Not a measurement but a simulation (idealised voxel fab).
Name of the process module below: voxel gate over fins
Section shown: cut. Width: 250 nm. Cell size: 5 nm, square.
A cross-section in this document is a grid of square cells, and it is written down as bands, the top band listed before the ones below it; a band is made up of one or more rows of cells.
A band entry consists of two parts. The first gives the height of the band's top and the height of its bottom, in nm. The rest lists the band's materials from left to right, each with its width in nm. A single material labelled with the word "edge to edge" fills the band from edge to edge, and the word "empty" marks empty space.
We count height from 0. Below that, the starting wafer is all one material. The lowest band never ends at the bottom but goes on down; see "0 nm and below" for how that is written.
The two numbers in a width such as "30..40" mark its ends across the band: the first belongs to the top row of cells, the second to the bottom row, and from each row to the next the width moves by the same amount.
Where a step carries "changes: none", the cross-section came out of it unchanged, cell for cell.
"Unvented cavities" enumerates empty spaces isolated from the top, with no open way to it, that contain at least 8 cells, giving each as width x height at distance from the left edge, all three in nm.
Text after the settings on a step's line: the simulator's own remark on that step.
Among the settings permitted on a step's line is "overlay nm"; applied to a step with a mask, it specifies the extent to which the mask lay to the right of its planned position, whereas a negative figure signifies a position to the left.

# plan
1 RECEIVE, material Si
2 CONFORMAL_DEP, material SiN, thk nm 5
3 MASKED_ETCH, tone cover, mask id FINS, width nm 15, pitch nm 55, etch materials SiN, depth nm 5, overlay nm 0
4 MASKED_ETCH, tone cover, mask id FINS, width nm 15, pitch nm 55, etch materials Si, depth nm 40, overlay nm 0
5 OXIDIZE, depth nm 5
6 FILL_DEP, material SiO2, thk nm 15
7 CMP, height nm 5
8 MASKED_ETCH, tone open, mask id RAIL, width nm 15, etch materials SiO2, depth nm 40, overlay nm 0
9 CONFORMAL_DEP, material TiN, thk nm 5
10 FILL_DEP, material W, thk nm 10
11 CMP, height nm 5
12 SELECTIVE_ETCH, etch materials W Ru TiN, depth nm 30
13 FILL_DEP, material SiO2, thk nm 5
14 CMP, height nm 5
15 SELECTIVE_ETCH, etch materials SiO2, depth nm 20
16 STRIP, etch materials SiN
17 CONFORMAL_DEP, material HfO2, thk nm 5
18 CONFORMAL_DEP, material TiN, thk nm 5
19 FILL_DEP, material W, thk nm 10
20 CMP, height nm 15
21 CONFORMAL_DEP, material SiN, thk nm 5

# The cross-section here shows the wafer as received, i.e. in its state after step 1
0 nm and below: Si edge to edge
Unvented cavities: none

# Cross-section, first of two wafers, end of module, run as planned
20 nm to 15 nm: SiN edge to edge
15 nm to 10 nm: W edge to edge
10 nm to 5 nm: 30 W  25 TiN  30 W  25 TiN  30 W  25 TiN  30 W  25 TiN  30 W
5 nm to 0 nm: 30 W  5 TiN  15 HfO2  5 TiN  30 W  5 TiN  15 HfO2  5 TiN  30 W  5 TiN  15 HfO2  5 TiN  30 W  5 TiN  15 HfO2  5 TiN  30 W
0 nm to -5 nm: 30 W  5 TiN  5 HfO2  5 Si  5 HfO2  5 TiN  30 W  5 TiN  5 HfO2  5 Si  5 HfO2  5 TiN  30 W  5 TiN  5 HfO2  5 Si  5 HfO2  5 TiN  30 W  5 TiN  5 HfO2  5 Si  5 HfO2  5 TiN  30 W
-5 nm to -10 nm: 35 TiN  5 HfO2  5 Si  5 HfO2  40 TiN  5 HfO2  5 Si  5 HfO2  40 TiN  5 HfO2  5 Si  5 HfO2  40 TiN  5 HfO2  5 Si  5 HfO2  35 TiN
-10 nm to -15 nm: 40 HfO2  5 Si  50 HfO2  5 Si  50 HfO2  5 Si  50 HfO2  5 Si  40 HfO2
-15 nm to -25 nm: 40 SiO2  5 Si  50 SiO2  5 Si  50 SiO2  5 Si  50 SiO2  5 Si  40 SiO2
-25 nm to -30 nm: 40 SiO2  5 Si  15 SiO2  5 TiN  5 W  5 TiN  20 SiO2  5 Si  50 SiO2  5 Si  50 SiO2  5 Si  40 SiO2
-30 nm to -35 nm: 40 SiO2  5 Si  15 SiO2  15 TiN  20 SiO2  5 Si  50 SiO2  5 Si  50 SiO2  5 Si  40 SiO2
-35 nm to -45 nm: 40 SiO2  5 Si  50 SiO2  5 Si  50 SiO2  5 Si  50 SiO2  5 Si  40 SiO2
-45 nm and below: Si edge to edge
Unvented cavities: none

# What the second wafer looks like in cross-section once the module is done. Its start and its plan matched the first wafer's exactly; what differed was one mistake in how it was run
20 nm to 15 nm: SiN edge to edge
15 nm to 5 nm: W edge to edge
5 nm to 0 nm: 30 W  25 TiN  30 W  25 TiN  30 W  25 TiN  30 W  25 TiN  30 W
0 nm to -5 nm: 30 W  5 TiN  15 HfO2  5 TiN  30 W  5 TiN  15 HfO2  5 TiN  30 W  5 TiN  15 HfO2  5 TiN  30 W  5 TiN  15 HfO2  5 TiN  30 W
-5 nm to -10 nm: 35 TiN  5 HfO2  5 Si  5 HfO2  40 TiN  5 HfO2  5 Si  5 HfO2  40 TiN  5 HfO2  5 Si  5 HfO2  40 TiN  5 HfO2  5 Si  5 HfO2  35 TiN
-10 nm to -15 nm: 40 HfO2  5 Si  50 HfO2  5 Si  50 HfO2  5 Si  50 HfO2  5 Si  40 HfO2
-15 nm to -25 nm: 40 SiO2  5 Si  50 SiO2  5 Si  50 SiO2  5 Si  50 SiO2  5 Si  40 SiO2
-25 nm to -30 nm: 40 SiO2  5 Si  15 SiO2  5 TiN  5 W  5 TiN  20 SiO2  5 Si  50 SiO2  5 Si  50 SiO2  5 Si  40 SiO2
-30 nm to -35 nm: 40 SiO2  5 Si  15 SiO2  15 TiN  20 SiO2  5 Si  50 SiO2  5 Si  50 SiO2  5 Si  40 SiO2
-35 nm to -45 nm: 40 SiO2  5 Si  50 SiO2  5 Si  50 SiO2  5 Si  50 SiO2  5 Si  40 SiO2
-45 nm and below: Si edge to edge
Unvented cavities: none
In executing the process, a mistake was made relative to the plan: step 2 of the plan was jumped over and never run
Looking at both finished wafers in cells, the second ends up ahead of or behind the first on some materials: -8 HfO2 | -4 Si | -8 TiN | +20 W
